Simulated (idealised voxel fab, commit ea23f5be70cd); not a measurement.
process module | voxel gate over fins
cross-section cut | 195 nm wide | cells 5 nm
A cross-section is a grid of square cells, given in bands from the top down. A band is one or more rows of cells.
Each band's line starts with the height of the band's top and of its bottom, in nm. Then come its materials from left to right, each with its width in nm. One material with "throughout" fills the band from edge to edge. "air" is empty space.
Height 0 is the level under which the wafer as received is all one material. The lowest band goes on downwards, as in "0 down".
A width such as "30 to 40" changes by the same amount from each row of cells to the next, from the band's top row to its bottom row.
"no change" after a step means that no cell of the cross-section changed.
closed voids: empty space of 8 cells or more with no open way to the top, each as width x height at its distance from the left edge, in nm
after a step's settings: what the simulator itself notes on the step
overlay nm, on a step with a mask: how far to the right of its planned place the mask lay; to the left if negative
plan
1 op RECEIVE | material Si
2 op CONFORMAL_DEP | material SiN | thk nm 5
3 op DIRECTIONAL_DEP | material aC | thk nm 15
4 op PATTERN | tone cover | mask id FINS | material resist | width nm 15 | pitch nm 60 | thk nm 30 | overlay nm 0
5 op DIRECTIONAL_ETCH | etch materials aC | depth nm 15
6 op STRIP | etch materials resist
7 op DIRECTIONAL_ETCH | etch materials SiN | depth nm 5
8 op DIRECTIONAL_ETCH | etch materials Si | depth nm 30
9 op STRIP | etch materials aC
10 op FILL_DEP | material SiO2 | thk nm 10
11 op CMP | height nm 5
12 op MASKED_ETCH | tone open | mask id RAIL | width nm 15 | etch materials SiO2 | depth nm 30 | overlay nm 0
13 op CONFORMAL_DEP | material TiN | thk nm 5
14 op FILL_DEP | material W | thk nm 5
15 op CMP | height nm 5
16 op SELECTIVE_ETCH | etch materials W Ru TiN | depth nm 20
17 op FILL_DEP | material SiO2 | thk nm 5
18 op CMP | height nm 5
19 op SELECTIVE_ETCH | etch materials SiO2 | depth nm 15
20 op STRIP | etch materials SiN
21 op CONFORMAL_DEP | material HfO2 | thk nm 5
22 op CONFORMAL_DEP | material TiN | thk nm 5
23 op CONFORMAL_DEP | material TiAl | thk nm 5
24 op CONFORMAL_DEP | material TiN | thk nm 5
25 op FILL_DEP | material W | thk nm 15
26 op CMP | height nm 30
27 op CONFORMAL_DEP | material SiCN | thk nm 10
as received, after step 1
  0 down: Si throughout
  closed voids: none
a wafer at the end: this start, this plan, one mistake
  40 to 30: SiCN throughout
  30 to 20: W throughout
  20 to 15: W 10 | TiN 55 | W 5 | TiN 55 | W 5 | TiN 55 | W 10
  15 to 10: W 10 | TiN 5 | TiAl 45 | TiN 5 | W 5 | TiN 5 | TiAl 45 | TiN 5 | W 5 | TiN 5 | TiAl 45 | TiN 5 | W 10
  10 to 5: TiN 15 | TiAl 45 | TiN 15 | TiAl 45 | TiN 15 | TiAl 45 | TiN 15
  5 to 0: TiAl 25 | HfO2 25 | TiAl 35 | HfO2 25 | TiAl 35 | HfO2 25 | TiAl 25
  0 to -5: TiAl 25 | HfO2 5 | Si 15 | HfO2 5 | TiAl 35 | HfO2 5 | Si 15 | HfO2 5 | TiAl 35 | HfO2 5 | Si 15 | HfO2 5 | TiAl 25
  -5 to -10: HfO2 30 | Si 15 | HfO2 45 | Si 15 | HfO2 45 | Si 15 | HfO2 30
  -10 to -15: SiO2 30 | Si 15 | SiO2 45 | Si 15 | SiO2 45 | Si 15 | SiO2 30
  -15 to -20: SiO2 30 | Si 15 | SiO2 15 | TiN 5 | W 5 | TiN 5 | SiO2 15 | Si 15 | SiO2 45 | Si 15 | SiO2 30
  -20 to -25: SiO2 30 | Si 15 | SiO2 15 | TiN 15 | SiO2 15 | Si 15 | SiO2 45 | Si 15 | SiO2 30
  -25 to -30: SiO2 30 | Si 15 | SiO2 45 | Si 15 | SiO2 45 | Si 15 | SiO2 30
  -30 down: Si throughout
  closed voids: none
what went wrong: step 22 ran as: op CONFORMAL_DEP | material TiAl | thk nm 5
